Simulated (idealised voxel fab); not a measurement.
Process module heading - voxel self aligned contacts
Section shown: cut. Width: 300 nm. Cell size: 5 nm, square.
Heads up, the way a cross-section reads in here is a grid of square cells, handed over as bands from the top down, with every band being one or more rows of cells. In this notation a band is specified by the heights of its top and bottom, in that order and in nm, after which its materials appear from left to right, each paired with its width in nm. The word "everywhere" attached to a single material means that material fills the band from edge to edge; the word "empty" stands for empty space. We count height from 0. Below that, the starting wafer is all one material. The lowest band never ends at the bottom but goes on down; see "z 0 and below" for how that is written. Note: "30 to 40" means the width goes from the first number (top row of the band) to the second number (bottom row) in equal steps per row of cells. It should be understood that the words "no alteration", when stated for a given step, signify that the cross-section underwent no change in any of its cells during that step. Listed in "Fully sealed voids": every empty space of 8 or more cells without an open way to the top. Form: width x height at distance, the distance being from the left edge, all in nm. Whatever follows a step's settings on its line is a remark the simulator itself makes about that step. overlay nm, on a step with a mask: how far to the right of its planned place the mask lay; to the left if negative. Note on reading: below, each pair holds a cross-section from before one process step and one from after it; the one from after shows only down to the lowest band that changed. Beneath the pair, the step in between is stated along with its settings. The pairs can stem from different runs of this module on the same starting wafer. Where a pair's entry headed "State on entry" says so, and only there, that pair continues from the pair above it.

# State on entry
	z 60 to 55 = TiN 120 nm, then empty 5 nm, then TiN 45 nm, then empty 5 nm, then TiN 125 nm
	z 55 to 35 = SiO2 80 nm, then SiN 5 nm, then polySi 25 nm, then SiN 5 nm, then TiN 5 nm, then empty 5 nm, then TiN 5 nm, then SiN 5 nm, then polySi 25 nm, then SiN 5 nm, then TiN 5 nm, then empty 5 nm, then TiN 5 nm, then SiN 5 nm, then polySi 25 nm, then SiN 5 nm, then SiO2 85 nm
	z 35 to 30 = SiO2 80 nm, then SiN 5 nm, then polySi 25 nm, then SiN 5 nm, then TiN 15 nm, then SiN 5 nm, then polySi 25 nm, then SiN 5 nm, then TiN 15 nm, then SiN 5 nm, then polySi 25 nm, then SiN 5 nm, then SiO2 85 nm
	z 30 to 0 = polySi everywhere
	z 0 to -5 = SiO2 everywhere
	z -5 and below = Si everywhere
	Fully sealed voids: none

# State After Step
	z 65 to 60 = W everywhere
	z 60 to 55 = TiN 120 nm, then W 5 nm, then TiN 45 nm, then W 5 nm, then TiN 125 nm
	z 55 to 35 = SiO2 80 nm, then SiN 5 nm, then polySi 25 nm, then SiN 5 nm, then TiN 5 nm, then W 5 nm, then TiN 5 nm, then SiN 5 nm, then polySi 25 nm, then SiN 5 nm, then TiN 5 nm, then W 5 nm, then TiN 5 nm, then SiN 5 nm, then polySi 25 nm, then SiN 5 nm, then SiO2 85 nm
	At heights below 35, the structure remains unaltered.
	Fully sealed voids: none
Process step bridging the above cross-sections: FILL_DEP [material W] [thk nm 5]

State on entry: per the after cross-section of the pair just above.

# State After Step
	z 55 to 35 = SiO2 80 nm, then SiN 5 nm, then polySi 25 nm, then SiN 5 nm, then TiN 5 nm, then W 5 nm, then TiN 5 nm, then SiN 5 nm, then polySi 25 nm, then SiN 5 nm, then TiN 5 nm, then W 5 nm, then TiN 5 nm, then SiN 5 nm, then polySi 25 nm, then SiN 5 nm, then SiO2 85 nm
	At heights below 35, the structure remains unaltered.
	Fully sealed voids: none
Process step bridging the above cross-sections: CMP [height nm 55]

State on entry: per the after cross-section of the pair just above.

# State After Step
	z 60 to 55 = SiCN everywhere
	At heights below 55, the structure remains unaltered.
	Fully sealed voids: none
Process step bridging the above cross-sections: CONFORMAL_DEP [material SiCN] [thk nm 5]

# State on entry
	z 0 to -5 = SiO2 everywhere
	z -5 and below = Si everywhere
	Fully sealed voids: none

# State After Step
	z 20 to 0 = SiN everywhere
	At heights below 0, the structure remains unaltered.
	Fully sealed voids: none
Process step bridging the above cross-sections: DIRECTIONAL_DEP [material SiN] [thk nm 20]

State on entry: per the after cross-section of the pair just above.

# State After Step
	z 50 to 20 = polySi everywhere
	At heights below 20, the structure remains unaltered.
	Fully sealed voids: none
Process step bridging the above cross-sections: DIRECTIONAL_DEP [material polySi] [thk nm 30]

State on entry: per the after cross-section of the pair just above.

# State After Step
	z 60 to 50 = aC everywhere
	At heights below 50, the structure remains unaltered.
	Fully sealed voids: none
Process step bridging the above cross-sections: DIRECTIONAL_DEP [material aC] [thk nm 10]

State on entry: per the after cross-section of the pair just above.

# State After Step
	z 85 to 60 = empty 85 nm, then resist 25 nm, then empty 25 nm, then resist 25 nm, then empty 25 nm, then resist 25 nm, then empty 90 nm
	At heights below 60, the structure remains unaltered.
	Fully sealed voids: none
Process step bridging the above cross-sections: PATTERN [tone cover] [mask id GATE] [material resist] [width nm 25] [pitch nm 50] [thk nm 25] [overlay nm 0]

State on entry: per the after cross-section of the pair just above.

# State After Step
	z 75 to 60 = empty 85 nm, then resist 25 nm, then empty 25 nm, then resist 25 nm, then empty 25 nm, then resist 25 nm, then empty 90 nm
	z 60 to 50 = empty 85 nm, then aC 25 nm, then empty 25 nm, then aC 25 nm, then empty 25 nm, then aC 25 nm, then empty 90 nm
	At heights below 50, the structure remains unaltered.
	Fully sealed voids: none
Process step bridging the above cross-sections: DIRECTIONAL_ETCH [etch materials aC] [depth nm 10]

State on entry: per the after cross-section of the pair just above.

# State After Step
	z 60 to 50 = empty 85 nm, then aC 25 nm, then empty 25 nm, then aC 25 nm, then empty 25 nm, then aC 25 nm, then empty 90 nm
	At heights below 50, the structure remains unaltered.
	Fully sealed voids: none
Process step bridging the above cross-sections: STRIP [etch materials resist]

State on entry: per the after cross-section of the pair just above.

# State After Step
	z 60 to 50 = empty 85 nm, then aC 25 nm, then empty 25 nm, then aC 25 nm, then empty 25 nm, then aC 25 nm, then empty 90 nm
	z 50 to 20 = empty 85 nm, then polySi 25 nm, then empty 25 nm, then polySi 25 nm, then empty 25 nm, then polySi 25 nm, then empty 90 nm
	At heights below 20, the structure remains unaltered.
	Fully sealed voids: none
Process step bridging the above cross-sections: DIRECTIONAL_ETCH [etch materials polySi] [depth nm 30]

State on entry: per the after cross-section of the pair just above.

# State After Step
	z 50 to 20 = empty 85 nm, then polySi 25 nm, then empty 25 nm, then polySi 25 nm, then empty 25 nm, then polySi 25 nm, then empty 90 nm
	At heights below 20, the structure remains unaltered.
	Fully sealed voids: none
Process step bridging the above cross-sections: STRIP [etch materials aC]

State on entry: per the after cross-section of the pair just above.

# State After Step
	z 55 to 50 = empty 80 nm, then SiN 35 nm, then empty 15 nm, then SiN 35 nm, then empty 15 nm, then SiN 35 nm, then empty 85 nm
	z 50 to 25 = empty 80 nm, then SiN 5 nm, then polySi 25 nm, then SiN 5 nm, then empty 15 nm, then SiN 5 nm, then polySi 25 nm, then SiN 5 nm, then empty 15 nm, then SiN 5 nm, then polySi 25 nm, then SiN 5 nm, then empty 85 nm
	z 25 to 20 = SiN 85 nm, then polySi 25 nm, then SiN 25 nm, then polySi 25 nm, then SiN 25 nm, then polySi 25 nm, then SiN 90 nm
	At heights below 20, the structure remains unaltered.
	Fully sealed voids: none
Process step bridging the above cross-sections: CONFORMAL_DEP [material SiN] [thk nm 5]

State on entry: per the after cross-section of the pair just above.

# State After Step
	z 50 to 20 = empty 80 nm, then SiN 5 nm, then polySi 25 nm, then SiN 5 nm, then empty 15 nm, then SiN 5 nm, then polySi 25 nm, then SiN 5 nm, then empty 15 nm, then SiN 5 nm, then polySi 25 nm, then SiN 5 nm, then empty 85 nm
	At heights below 20, the structure remains unaltered.
	Fully sealed voids: none
Process step bridging the above cross-sections: DIRECTIONAL_ETCH [etch materials SiN] [depth nm 5]

State on entry: per the after cross-section of the pair just above.

# State After Step
	z 60 to 50 = SiO2 everywhere
	z 50 to 20 = SiO2 80 nm, then SiN 5 nm, then polySi 25 nm, then SiN 5 nm, then SiO2 15 nm, then SiN 5 nm, then polySi 25 nm, then SiN 5 nm, then SiO2 15 nm, then SiN 5 nm, then polySi 25 nm, then SiN 5 nm, then SiO2 85 nm
	At heights below 20, the structure remains unaltered.
	Fully sealed voids: none
Process step bridging the above cross-sections: FILL_DEP [material SiO2] [thk nm 10]

State on entry: per the after cross-section of the pair just above.

# State After Step
	z 55 to 50 = SiO2 everywhere
	At heights below 50, the structure remains unaltered.
	Fully sealed voids: none
Process step bridging the above cross-sections: CMP [height nm 55]

State on entry: per the after cross-section of the pair just above.

# State After Step
	z 70 to 55 = resist 105 nm, then empty 35 nm, then resist 15 nm, then empty 35 nm, then resist 110 nm
	At heights below 55, the structure remains unaltered.
	Fully sealed voids: none
Process step bridging the above cross-sections: PATTERN [tone open] [mask id CONTACT] [material resist] [width nm 35] [pitch nm 50] [thk nm 15] [overlay nm 0]

State on entry: per the after cross-section of the pair just above.

# State After Step
	z 70 to 55 = resist 105 nm, then empty 35 nm, then resist 15 nm, then empty 35 nm, then resist 110 nm
	z 55 to 50 = SiO2 105 nm, then empty 35 nm, then SiO2 15 nm, then empty 35 nm, then SiO2 110 nm
	z 50 to 20 = SiO2 80 nm, then SiN 5 nm, then polySi 25 nm, then SiN 5 nm, then empty 15 nm, then SiN 5 nm, then polySi 25 nm, then SiN 5 nm, then empty 15 nm, then SiN 5 nm, then polySi 25 nm, then SiN 5 nm, then SiO2 85 nm
	At heights below 20, the structure remains unaltered.
	Fully sealed voids: none
Process step bridging the above cross-sections: DIRECTIONAL_ETCH [etch materials SiO2] [depth nm 60]

State on entry: per the after cross-section of the pair just above.

# State After Step
	z 55 to 50 = SiO2 105 nm, then empty 35 nm, then SiO2 15 nm, then empty 35 nm, then SiO2 110 nm
	At heights below 50, the structure remains unaltered.
	Fully sealed voids: none
Process step bridging the above cross-sections: STRIP [etch materials resist]

State on entry: per the after cross-section of the pair just above.

# State After Step
	z 60 to 55 = TiN 110 nm, then empty 25 nm, then TiN 25 nm, then empty 25 nm, then TiN 115 nm
	z 55 to 50 = SiO2 105 nm, then TiN 15 nm, then empty 5 nm, then TiN 15 nm, then SiO2 15 nm, then TiN 15 nm, then empty 5 nm, then TiN 15 nm, then SiO2 110 nm
	z 50 to 25 = SiO2 80 nm, then SiN 5 nm, then polySi 25 nm, then SiN 5 nm, then TiN 5 nm, then empty 5 nm, then TiN 5 nm, then SiN 5 nm, then polySi 25 nm, then SiN 5 nm, then TiN 5 nm, then empty 5 nm, then TiN 5 nm, then SiN 5 nm, then polySi 25 nm, then SiN 5 nm, then SiO2 85 nm
	z 25 to 20 = SiO2 80 nm, then SiN 5 nm, then polySi 25 nm, then SiN 5 nm, then TiN 15 nm, then SiN 5 nm, then polySi 25 nm, then SiN 5 nm, then TiN 15 nm, then SiN 5 nm, then polySi 25 nm, then SiN 5 nm, then SiO2 85 nm
	At heights below 20, the structure remains unaltered.
	Fully sealed voids: none
Process step bridging the above cross-sections: CONFORMAL_DEP [material TiN] [thk nm 5]

State on entry: per the after cross-section of the pair just above.

# State After Step
	z 65 to 60 = W everywhere
	z 60 to 55 = TiN 110 nm, then W 25 nm, then TiN 25 nm, then W 25 nm, then TiN 115 nm
	z 55 to 50 = SiO2 105 nm, then TiN 15 nm, then W 5 nm, then TiN 15 nm, then SiO2 15 nm, then TiN 15 nm, then W 5 nm, then TiN 15 nm, then SiO2 110 nm
	z 50 to 25 = SiO2 80 nm, then SiN 5 nm, then polySi 25 nm, then SiN 5 nm, then TiN 5 nm, then W 5 nm, then TiN 5 nm, then SiN 5 nm, then polySi 25 nm, then SiN 5 nm, then TiN 5 nm, then W 5 nm, then TiN 5 nm, then SiN 5 nm, then polySi 25 nm, then SiN 5 nm, then SiO2 85 nm
	At heights below 25, the structure remains unaltered.
	Fully sealed voids: none
Process step bridging the above cross-sections: FILL_DEP [material W] [thk nm 5]

State on entry: per the after cross-section of the pair just above.

# State After Step
	z 55 to 50 = SiO2 105 nm, then TiN 15 nm, then W 5 nm, then TiN 15 nm, then SiO2 15 nm, then TiN 15 nm, then W 5 nm, then TiN 15 nm, then SiO2 110 nm
	At heights below 50, the structure remains unaltered.
	Fully sealed voids: none
Process step bridging the above cross-sections: CMP [height nm 55]

State on entry: per the after cross-section of the pair just above.

# State After Step
	z 60 to 55 = SiCN everywhere
	At heights below 55, the structure remains unaltered.
	Fully sealed voids: none
Process step bridging the above cross-sections: CONFORMAL_DEP [material SiCN] [thk nm 5]

# State on entry
	z 60 to 50 = SiO2 everywhere
	z 50 to 30 = SiO2 80 nm, then SiN 35 nm, then SiO2 15 nm, then SiN 35 nm, then SiO2 15 nm, then SiN 35 nm, then SiO2 85 nm
	z 30 to 0 = SiO2 80 nm, then SiN 5 nm, then polySi 25 nm, then SiN 5 nm, then SiO2 15 nm, then SiN 5 nm, then polySi 25 nm, then SiN 5 nm, then SiO2 15 nm, then SiN 5 nm, then polySi 25 nm, then SiN 5 nm, then SiO2 85 nm
	z 0 to -5 = SiO2 everywhere
	z -5 and below = Si everywhere
	Fully sealed voids: none

# State After Step
	z 45 to 30 = SiO2 80 nm, then SiN 35 nm, then SiO2 15 nm, then SiN 35 nm, then SiO2 15 nm, then SiN 35 nm, then SiO2 85 nm
	At heights below 30, the structure remains unaltered.
	Fully sealed voids: none
Process step bridging the above cross-sections: CMP [height nm 45]

State on entry: per the after cross-section of the pair just above.

# State After Step
	z 60 to 45 = resist 105 nm, then empty 35 nm, then resist 15 nm, then empty 35 nm, then resist 110 nm
	At heights below 45, the structure remains unaltered.
	Fully sealed voids: none
Process step bridging the above cross-sections: PATTERN [tone open] [mask id CONTACT] [material resist] [width nm 35] [pitch nm 50] [thk nm 15] [overlay nm 0]

State on entry: per the after cross-section of the pair just above.

# State After Step
	z 60 to 45 = resist 105 nm, then empty 35 nm, then resist 15 nm, then empty 35 nm, then resist 110 nm
	z 45 to 30 = SiO2 80 nm, then SiN 35 nm, then empty 15 nm, then SiN 35 nm, then empty 15 nm, then SiN 35 nm, then SiO2 85 nm
	z 30 to 0 = SiO2 80 nm, then SiN 5 nm, then polySi 25 nm, then SiN 5 nm, then empty 15 nm, then SiN 5 nm, then polySi 25 nm, then SiN 5 nm, then empty 15 nm, then SiN 5 nm, then polySi 25 nm, then SiN 5 nm, then SiO2 85 nm
	z 0 to -5 = SiO2 115 nm, then empty 15 nm, then SiO2 35 nm, then empty 15 nm, then SiO2 120 nm
	At heights below -5, the structure remains unaltered.
	Fully sealed voids: none
Process step bridging the above cross-sections: DIRECTIONAL_ETCH [etch materials SiO2] [depth nm 60]

State on entry: per the after cross-section of the pair just above.

# State After Step
	z 45 to 30 = SiO2 80 nm, then SiN 35 nm, then empty 15 nm, then SiN 35 nm, then empty 15 nm, then SiN 35 nm, then SiO2 85 nm
	At heights below 30, the structure remains unaltered.
	Fully sealed voids: none
Process step bridging the above cross-sections: STRIP [etch materials resist]

State on entry: per the after cross-section of the pair just above.

# State After Step
	z 50 to 45 = TiN 120 nm, then empty 5 nm, then TiN 45 nm, then empty 5 nm, then TiN 125 nm
	z 45 to 30 = SiO2 80 nm, then SiN 35 nm, then TiN 5 nm, then empty 5 nm, then TiN 5 nm, then SiN 35 nm, then TiN 5 nm, then empty 5 nm, then TiN 5 nm, then SiN 35 nm, then SiO2 85 nm
	z 30 to 0 = SiO2 80 nm, then SiN 5 nm, then polySi 25 nm, then SiN 5 nm, then TiN 5 nm, then empty 5 nm, then TiN 5 nm, then SiN 5 nm, then polySi 25 nm, then SiN 5 nm, then TiN 5 nm, then empty 5 nm, then TiN 5 nm, then SiN 5 nm, then polySi 25 nm, then SiN 5 nm, then SiO2 85 nm
	z 0 to -5 = SiO2 115 nm, then TiN 15 nm, then SiO2 35 nm, then TiN 15 nm, then SiO2 120 nm
	At heights below -5, the structure remains unaltered.
	Fully sealed voids: none
Process step bridging the above cross-sections: CONFORMAL_DEP [material TiN] [thk nm 5]

State on entry: per the after cross-section of the pair just above.

# State After Step
	z 55 to 50 = W everywhere
	z 50 to 45 = TiN 120 nm, then W 5 nm, then TiN 45 nm, then W 5 nm, then TiN 125 nm
	z 45 to 30 = SiO2 80 nm, then SiN 35 nm, then TiN 5 nm, then W 5 nm, then TiN 5 nm, then SiN 35 nm, then TiN 5 nm, then W 5 nm, then TiN 5 nm, then SiN 35 nm, then SiO2 85 nm
	z 30 to 0 = SiO2 80 nm, then SiN 5 nm, then polySi 25 nm, then SiN 5 nm, then TiN 5 nm, then W 5 nm, then TiN 5 nm, then SiN 5 nm, then polySi 25 nm, then SiN 5 nm, then TiN 5 nm, then W 5 nm, then TiN 5 nm, then SiN 5 nm, then polySi 25 nm, then SiN 5 nm, then SiO2 85 nm
	At heights below 0, the structure remains unaltered.
	Fully sealed voids: none
Process step bridging the above cross-sections: FILL_DEP [material W] [thk nm 5]

State on entry: per the after cross-section of the pair just above.

# State After Step
	z 60 to 55 = SiCN everywhere
	At heights below 55, the structure remains unaltered.
	Fully sealed voids: none
Process step bridging the above cross-sections: CONFORMAL_DEP [material SiCN] [thk nm 5]

# State on entry
	z 55 to 50 = SiO2 everywhere
	z 50 to 30 = SiO2 80 nm, then SiN 35 nm, then SiO2 15 nm, then SiN 35 nm, then SiO2 15 nm, then SiN 35 nm, then SiO2 85 nm
	z 30 to 0 = SiO2 80 nm, then SiN 5 nm, then polySi 25 nm, then SiN 5 nm, then SiO2 15 nm, then SiN 5 nm, then polySi 25 nm, then SiN 5 nm, then SiO2 15 nm, then SiN 5 nm, then polySi 25 nm, then SiN 5 nm, then SiO2 85 nm
	z 0 to -5 = SiO2 everywhere
	z -5 and below = Si everywhere
	Fully sealed voids: none

# State After Step
	z 70 to 55 = resist 110 nm, then empty 25 nm, then resist 25 nm, then empty 25 nm, then resist 115 nm
	At heights below 55, the structure remains unaltered.
	Fully sealed voids: none
Process step bridging the above cross-sections: PATTERN [tone open] [mask id CONTACT] [material resist] [width nm 25] [pitch nm 50] [thk nm 15] [overlay nm 0]

State on entry: per the after cross-section of the pair just above.

# State After Step
	z 70 to 55 = resist 110 nm, then empty 25 nm, then resist 25 nm, then empty 25 nm, then resist 115 nm
	z 55 to 50 = SiO2 110 nm, then empty 25 nm, then SiO2 25 nm, then empty 25 nm, then SiO2 115 nm
	z 50 to 30 = SiO2 80 nm, then SiN 35 nm, then empty 15 nm, then SiN 35 nm, then empty 15 nm, then SiN 35 nm, then SiO2 85 nm
	z 30 to 0 = SiO2 80 nm, then SiN 5 nm, then polySi 25 nm, then SiN 5 nm, then empty 15 nm, then SiN 5 nm, then polySi 25 nm, then SiN 5 nm, then empty 15 nm, then SiN 5 nm, then polySi 25 nm, then SiN 5 nm, then SiO2 85 nm
	z 0 to -5 = SiO2 115 nm, then empty 15 nm, then SiO2 35 nm, then empty 15 nm, then SiO2 120 nm
	At heights below -5, the structure remains unaltered.
	Fully sealed voids: none
Process step bridging the above cross-sections: DIRECTIONAL_ETCH [etch materials SiO2] [depth nm 60]

State on entry: per the after cross-section of the pair just above.

# State After Step
	z 55 to 50 = SiO2 110 nm, then empty 25 nm, then SiO2 25 nm, then empty 25 nm, then SiO2 115 nm
	At heights below 50, the structure remains unaltered.
	Fully sealed voids: none
Process step bridging the above cross-sections: STRIP [etch materials resist]

State on entry: per the after cross-section of the pair just above.

# State After Step
	z 60 to 55 = TiN 115 nm, then empty 15 nm, then TiN 35 nm, then empty 15 nm, then TiN 120 nm
	z 55 to 50 = SiO2 110 nm, then TiN 10 nm, then empty 5 nm, then TiN 10 nm, then SiO2 25 nm, then TiN 10 nm, then empty 5 nm, then TiN 10 nm, then SiO2 115 nm
	z 50 to 30 = SiO2 80 nm, then SiN 35 nm, then TiN 5 nm, then empty 5 nm, then TiN 5 nm, then SiN 35 nm, then TiN 5 nm, then empty 5 nm, then TiN 5 nm, then SiN 35 nm, then SiO2 85 nm
	z 30 to 0 = SiO2 80 nm, then SiN 5 nm, then polySi 25 nm, then SiN 5 nm, then TiN 5 nm, then empty 5 nm, then TiN 5 nm, then SiN 5 nm, then polySi 25 nm, then SiN 5 nm, then TiN 5 nm, then empty 5 nm, then TiN 5 nm, then SiN 5 nm, then polySi 25 nm, then SiN 5 nm, then SiO2 85 nm
	z 0 to -5 = SiO2 115 nm, then TiN 15 nm, then SiO2 35 nm, then TiN 15 nm, then SiO2 120 nm
	At heights below -5, the structure remains unaltered.
	Fully sealed voids: none
Process step bridging the above cross-sections: CONFORMAL_DEP [material TiN] [thk nm 5]

State on entry: per the after cross-section of the pair just above.

# State After Step
	z 65 to 60 = W everywhere
	z 60 to 55 = TiN 115 nm, then W 15 nm, then TiN 35 nm, then W 15 nm, then TiN 120 nm
	z 55 to 50 = SiO2 110 nm, then TiN 10 nm, then W 5 nm, then TiN 10 nm, then SiO2 25 nm, then TiN 10 nm, then W 5 nm, then TiN 10 nm, then SiO2 115 nm
	z 50 to 30 = SiO2 80 nm, then SiN 35 nm, then TiN 5 nm, then W 5 nm, then TiN 5 nm, then SiN 35 nm, then TiN 5 nm, then W 5 nm, then TiN 5 nm, then SiN 35 nm, then SiO2 85 nm
	z 30 to 0 = SiO2 80 nm, then SiN 5 nm, then polySi 25 nm, then SiN 5 nm, then TiN 5 nm, then W 5 nm, then TiN 5 nm, then SiN 5 nm, then polySi 25 nm, then SiN 5 nm, then TiN 5 nm, then W 5 nm, then TiN 5 nm, then SiN 5 nm, then polySi 25 nm, then SiN 5 nm, then SiO2 85 nm
	At heights below 0, the structure remains unaltered.
	Fully sealed voids: none
Process step bridging the above cross-sections: FILL_DEP [material W] [thk nm 5]

State on entry: per the after cross-section of the pair just above.

# State After Step
	z 55 to 50 = SiO2 110 nm, then TiN 10 nm, then W 5 nm, then TiN 10 nm, then SiO2 25 nm, then TiN 10 nm, then W 5 nm, then TiN 10 nm, then SiO2 115 nm
	At heights below 50, the structure remains unaltered.
	Fully sealed voids: none
Process step bridging the above cross-sections: CMP [height nm 55]

State on entry: per the after cross-section of the pair just above.

# State After Step
	z 60 to 55 = SiCN everywhere
	At heights below 55, the structure remains unaltered.
	Fully sealed voids: none
Process step bridging the above cross-sections: CONFORMAL_DEP [material SiCN] [thk nm 5]

# State on entry
	z 55 to 50 = SiO2 everywhere
	z 50 to 30 = SiO2 80 nm, then SiN 35 nm, then SiO2 15 nm, then SiN 35 nm, then SiO2 15 nm, then SiN 35 nm, then SiO2 85 nm
	z 30 to 0 = SiO2 80 nm, then SiN 5 nm, then polySi 25 nm, then SiN 5 nm, then SiO2 15 nm, then SiN 5 nm, then polySi 25 nm, then SiN 5 nm, then SiO2 15 nm, then SiN 5 nm, then polySi 25 nm, then SiN 5 nm, then SiO2 85 nm
	z 0 to -5 = SiO2 everywhere
	z -5 and below = Si everywhere
	Fully sealed voids: none

# State After Step
	z 70 to 55 = resist 95 nm, then empty 35 nm, then resist 15 nm, then empty 35 nm, then resist 120 nm
	At heights below 55, the structure remains unaltered.
	Fully sealed voids: none
Process step bridging the above cross-sections: PATTERN [tone open] [mask id CONTACT] [material resist] [width nm 35] [pitch nm 50] [thk nm 15] [overlay nm -10]

State on entry: per the after cross-section of the pair just above.

# State After Step
	z 70 to 55 = resist 95 nm, then empty 35 nm, then resist 15 nm, then empty 35 nm, then resist 120 nm
	z 55 to 50 = SiO2 95 nm, then empty 35 nm, then SiO2 15 nm, then empty 35 nm, then SiO2 120 nm
	z 50 to 30 = SiO2 80 nm, then SiN 35 nm, then empty 15 nm, then SiN 35 nm, then empty 15 nm, then SiN 35 nm, then SiO2 85 nm
	z 30 to 0 = SiO2 80 nm, then SiN 5 nm, then polySi 25 nm, then SiN 5 nm, then empty 15 nm, then SiN 5 nm, then polySi 25 nm, then SiN 5 nm, then empty 15 nm, then SiN 5 nm, then polySi 25 nm, then SiN 5 nm, then SiO2 85 nm
	z 0 to -5 = SiO2 115 nm, then empty 15 nm, then SiO2 35 nm, then empty 15 nm, then SiO2 120 nm
	At heights below -5, the structure remains unaltered.
	Fully sealed voids: none
Process step bridging the above cross-sections: DIRECTIONAL_ETCH [etch materials SiO2] [depth nm 60]

State on entry: per the after cross-section of the pair just above.

# State After Step
	z 55 to 50 = SiO2 95 nm, then empty 35 nm, then SiO2 15 nm, then empty 35 nm, then SiO2 120 nm
	At heights below 50, the structure remains unaltered.
	Fully sealed voids: none
Process step bridging the above cross-sections: STRIP [etch materials resist]

State on entry: per the after cross-section of the pair just above.

# State After Step
	z 60 to 55 = TiN 100 nm, then empty 25 nm, then TiN 25 nm, then empty 25 nm, then TiN 125 nm
	z 55 to 50 = SiO2 95 nm, then TiN 25 nm, then empty 5 nm, then TiN 5 nm, then SiO2 15 nm, then TiN 25 nm, then empty 5 nm, then TiN 5 nm, then SiO2 120 nm
	z 50 to 30 = SiO2 80 nm, then SiN 35 nm, then TiN 5 nm, then empty 5 nm, then TiN 5 nm, then SiN 35 nm, then TiN 5 nm, then empty 5 nm, then TiN 5 nm, then SiN 35 nm, then SiO2 85 nm
	z 30 to 0 = SiO2 80 nm, then SiN 5 nm, then polySi 25 nm, then SiN 5 nm, then TiN 5 nm, then empty 5 nm, then TiN 5 nm, then SiN 5 nm, then polySi 25 nm, then SiN 5 nm, then TiN 5 nm, then empty 5 nm, then TiN 5 nm, then SiN 5 nm, then polySi 25 nm, then SiN 5 nm, then SiO2 85 nm
	z 0 to -5 = SiO2 115 nm, then TiN 15 nm, then SiO2 35 nm, then TiN 15 nm, then SiO2 120 nm
	At heights below -5, the structure remains unaltered.
	Fully sealed voids: none
Process step bridging the above cross-sections: CONFORMAL_DEP [material TiN] [thk nm 5]

State on entry: per the after cross-section of the pair just above.

# State After Step
	z 65 to 60 = W everywhere
	z 60 to 55 = TiN 100 nm, then W 25 nm, then TiN 25 nm, then W 25 nm, then TiN 125 nm
	z 55 to 50 = SiO2 95 nm, then TiN 25 nm, then W 5 nm, then TiN 5 nm, then SiO2 15 nm, then TiN 25 nm, then W 5 nm, then TiN 5 nm, then SiO2 120 nm
	z 50 to 30 = SiO2 80 nm, then SiN 35 nm, then TiN 5 nm, then W 5 nm, then TiN 5 nm, then SiN 35 nm, then TiN 5 nm, then W 5 nm, then TiN 5 nm, then SiN 35 nm, then SiO2 85 nm
	z 30 to 0 = SiO2 80 nm, then SiN 5 nm, then polySi 25 nm, then SiN 5 nm, then TiN 5 nm, then W 5 nm, then TiN 5 nm, then SiN 5 nm, then polySi 25 nm, then SiN 5 nm, then TiN 5 nm, then W 5 nm, then TiN 5 nm, then SiN 5 nm, then polySi 25 nm, then SiN 5 nm, then SiO2 85 nm
	At heights below 0, the structure remains unaltered.
	Fully sealed voids: none
Process step bridging the above cross-sections: FILL_DEP [material W] [thk nm 5]

State on entry: per the after cross-section of the pair just above.

# State After Step
	z 55 to 50 = SiO2 95 nm, then TiN 25 nm, then W 5 nm, then TiN 5 nm, then SiO2 15 nm, then TiN 25 nm, then W 5 nm, then TiN 5 nm, then SiO2 120 nm
	At heights below 50, the structure remains unaltered.
	Fully sealed voids: none
Process step bridging the above cross-sections: CMP [height nm 55]

State on entry: per the after cross-section of the pair just above.

# State After Step
	z 60 to 55 = SiCN everywhere
	At heights below 55, the structure remains unaltered.
	Fully sealed voids: none
Process step bridging the above cross-sections: CONFORMAL_DEP [material SiCN] [thk nm 5]

# State on entry
	z 50 to 30 = empty 80 nm, then SiN 35 nm, then empty 15 nm, then SiN 35 nm, then empty 15 nm, then SiN 35 nm, then empty 85 nm
	z 30 to 0 = empty 80 nm, then SiN 5 nm, then polySi 25 nm, then SiN 5 nm, then empty 15 nm, then SiN 5 nm, then polySi 25 nm, then SiN 5 nm, then empty 15 nm, then SiN 5 nm, then polySi 25 nm, then SiN 5 nm, then empty 85 nm
	z 0 to -5 = SiO2 everywhere
	z -5 and below = Si everywhere
	Fully sealed voids: none

# State After Step
	z 60 to 30 = SiN everywhere
	z 30 to 0 = SiN 85 nm, then polySi 25 nm, then SiN 25 nm, then polySi 25 nm, then SiN 25 nm, then polySi 25 nm, then SiN 90 nm
	At heights below 0, the structure remains unaltered.
	Fully sealed voids: none
Process step bridging the above cross-sections: FILL_DEP [material SiN] [thk nm 10]

State on entry: per the after cross-section of the pair just above.

# State After Step
	z 55 to 30 = SiN everywhere
	At heights below 30, the structure remains unaltered.
	Fully sealed voids: none
Process step bridging the above cross-sections: CMP [height nm 55]

State on entry: per the after cross-section of the pair just above.

# State After Step
	z 70 to 55 = resist 105 nm, then empty 35 nm, then resist 15 nm, then empty 35 nm, then resist 110 nm
	At heights below 55, the structure remains unaltered.
	Fully sealed voids: none
Process step bridging the above cross-sections: PATTERN [tone open] [mask id CONTACT] [material resist] [width nm 35] [pitch nm 50] [thk nm 15] [overlay nm 0]

State on entry: per the after cross-section of the pair just above.

# State After Step
	z 55 to 30 = SiN everywhere
	At heights below 30, the structure remains unaltered.
	Fully sealed voids: none
Process step bridging the above cross-sections: STRIP [etch materials resist]

State on entry: per the after cross-section of the pair just above.

# State After Step
	z 60 to 55 = TiN everywhere
	At heights below 55, the structure remains unaltered.
	Fully sealed voids: none
Process step bridging the above cross-sections: CONFORMAL_DEP [material TiN] [thk nm 5]

State on entry: per the after cross-section of the pair just above.

# State After Step
	z 65 to 60 = W everywhere
	At heights below 60, the structure remains unaltered.
	Fully sealed voids: none
Process step bridging the above cross-sections: FILL_DEP [material W] [thk nm 5]

State on entry: per the after cross-section of the pair just above.

# State After Step
	z 55 to 30 = SiN everywhere
	At heights below 30, the structure remains unaltered.
	Fully sealed voids: none
Process step bridging the above cross-sections: CMP [height nm 55]

State on entry: per the after cross-section of the pair just above.

# State After Step
	z 60 to 55 = SiCN everywhere
	At heights below 55, the structure remains unaltered.
	Fully sealed voids: none
Process step bridging the above cross-sections: CONFORMAL_DEP [material SiCN] [thk nm 5]

# State on entry
	z 60 to 50 = aC everywhere
	z 50 to 30 = SiN everywhere
	z 30 to 0 = polySi everywhere
	z 0 to -5 = SiO2 everywhere
	z -5 and below = Si everywhere
	Fully sealed voids: none

# State After Step
	z 85 to 60 = resist 85 nm, then empty 25 nm, then resist 25 nm, then empty 25 nm, then resist 25 nm, then empty 25 nm, then resist 90 nm
	At heights below 60, the structure remains unaltered.
	Fully sealed voids: none
Process step bridging the above cross-sections: PATTERN [tone open] [mask id GATE] [material resist] [width nm 25] [pitch nm 50] [thk nm 25] [overlay nm 0]
